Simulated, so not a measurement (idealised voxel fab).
The process module that follows is named voxel wiring stack.
Shown is cross-section cut, with a width of 145 nm and square cells of size 5 nm.
Each cross-section below is a grid of square cells, stated as bands in top-down order, with one or more rows of cells making up each band. First you get the band's top height and its bottom height, in nm, and then the materials it's made of, left to right, with each width in nm. If you see a single material with "all across", that one covers the band edge to edge. "blank" is empty space. Beneath 0, the wafer as received is one material, and that level is where height counting begins. The lowest band goes on downward without a bottom; it is written like "0 down". Top row gets the first number, bottom row gets the second, and each row in between changes by the same step: that is how a band width like "30 to 40" works. Key: "remained unchanged" - step with no changed cell in the cross-section. Heads up: "Closed void catalog" only lists the empty pockets with no open path to the top that are 8 cells or more, and it writes them as width x height at distance, distance from the left edge, in nm. Post-settings text on a step line: simulator's own remark regarding the step. A step line may carry the setting "overlay nm", which, for steps involving a mask, states the distance by which the mask lay to the right of its intended position; negative values denote displacement to the left.

-- The steps planned for the process are as follows
1: RECEIVE with material Si
2: CONFORMAL_DEP with material SiO2, thk nm 15
3: DIRECTIONAL_DEP with material TiN, thk nm 5
4: DIRECTIONAL_DEP with material W, thk nm 15
5: MASKED_ETCH with tone cover, mask id METAL_1, width nm 30, pitch nm 60, etch materials W, depth nm 15, overlay nm 0
6: MASKED_ETCH with tone cover, mask id METAL_1, width nm 30, pitch nm 60, etch materials TiN, depth nm 5, overlay nm 0
7: FILL_DEP with material SiO2, thk nm 5
8: CMP with height nm 35
9: CONFORMAL_DEP with material SiCN, thk nm 5
10: DIRECTIONAL_DEP with material SiO2, thk nm 10
11: MASKED_ETCH with tone open, mask id PLUG_1, width nm 15, etch materials SiO2, depth nm 10, overlay nm 0
12: MASKED_ETCH with tone open, mask id PLUG_1, width nm 15, etch materials SiCN, depth nm 5, overlay nm 0
13: CONFORMAL_DEP with material TiN, thk nm 5
14: FILL_DEP with material Cu, thk nm 5
15: CMP with height nm 50
16: CONFORMAL_DEP with material SiN, thk nm 5
17: DIRECTIONAL_DEP with material lowk, thk nm 15
18: MASKED_ETCH with tone open, mask id METAL_2, width nm 30, pitch nm 60, etch materials lowk, depth nm 15, overlay nm 0
19: MASKED_ETCH with tone open, mask id METAL_2, width nm 30, pitch nm 60, etch materials SiN, depth nm 5, overlay nm 0
20: CONFORMAL_DEP with material TiN, thk nm 5
21: FILL_DEP with material Cu, thk nm 10
22: CMP with height nm 70
23: CONFORMAL_DEP with material SiCN, thk nm 5
24: DIRECTIONAL_DEP with material lowk, thk nm 30
25: MASKED_ETCH with tone open, mask id METAL_3, width nm 30, pitch nm 60, etch materials lowk, depth nm 15, overlay nm 0
26: MASKED_ETCH with tone open, mask id METAL_3_HOLES, width nm 15, etch materials lowk, depth nm 15, overlay nm 0
27: MASKED_ETCH with tone open, mask id METAL_3_HOLES, width nm 15, etch materials SiCN, depth nm 5, overlay nm 0
28: CONFORMAL_DEP with material TiN, thk nm 5
29: FILL_DEP with material Cu, thk nm 10
30: CMP with height nm 105
31: CONFORMAL_DEP with material SiCN, thk nm 5
32: DIRECTIONAL_DEP with material lowk, thk nm 10
33: DIRECTIONAL_DEP with material aC, thk nm 15
34: PATTERN with tone open, mask id PLUG_3, material resist, width nm 15, thk nm 30, overlay nm 0
35: DIRECTIONAL_ETCH with etch materials aC, depth nm 15
36: STRIP with etch materials resist
37: DIRECTIONAL_ETCH with etch materials lowk, depth nm 5
38: DIRECTIONAL_ETCH with etch materials SiCN, depth nm 5
39: STRIP with etch materials aC
40: EPI with material Ru, thk nm 10
41: EPI with material Ru, thk nm 5
42: DIRECTIONAL_DEP with material TiN, thk nm 5
43: DIRECTIONAL_DEP with material W, thk nm 15
44: PATTERN with tone cover, mask id METAL_4, material resist, width nm 30, pitch nm 60, thk nm 20, overlay nm 0
45: DIRECTIONAL_ETCH with etch materials W, depth nm 15
46: DIRECTIONAL_ETCH with etch materials TiN, depth nm 5
47: STRIP with etch materials resist
48: FILL_DEP with material SiO2, thk nm 5
49: CMP with height nm 140
50: CONFORMAL_DEP with material SiCN, thk nm 5
varied across the wafers: depth nm of step 37. The plan shows the first wafer's value. All wafers start alike

-- Cross-section of the first of several wafers as received (after step 1)
  0 down | Si all across
  Closed void catalog: none

-- Basically each wafer gets a line in the table, showing it at the end of the module: material by material, the cells it gained (+) or lost (-) since we got it, then its closed voids
depth nm 5 | +46 Cu | +110 SiCN | +17 SiN | +278 SiO2 | +83 TiN | +72 W | +235 lowk | Closed void catalog: none
depth nm 10 | +46 Cu | +9 Ru | +107 SiCN | +17 SiN | +275 SiO2 | +83 TiN | +72 W | +232 lowk | Closed void catalog: none
depth nm 15 | +46 Cu | +9 Ru | +107 SiCN | +17 SiN | +275 SiO2 | +83 TiN | +72 W | +232 lowk | Closed void catalog: none
depth nm 20 | +46 Cu | +9 Ru | +107 SiCN | +17 SiN | +275 SiO2 | +83 TiN | +72 W | +232 lowk | Closed void catalog: none
depth nm 25 | +46 Cu | +9 Ru | +107 SiCN | +17 SiN | +275 SiO2 | +83 TiN | +72 W | +232 lowk | Closed void catalog: none
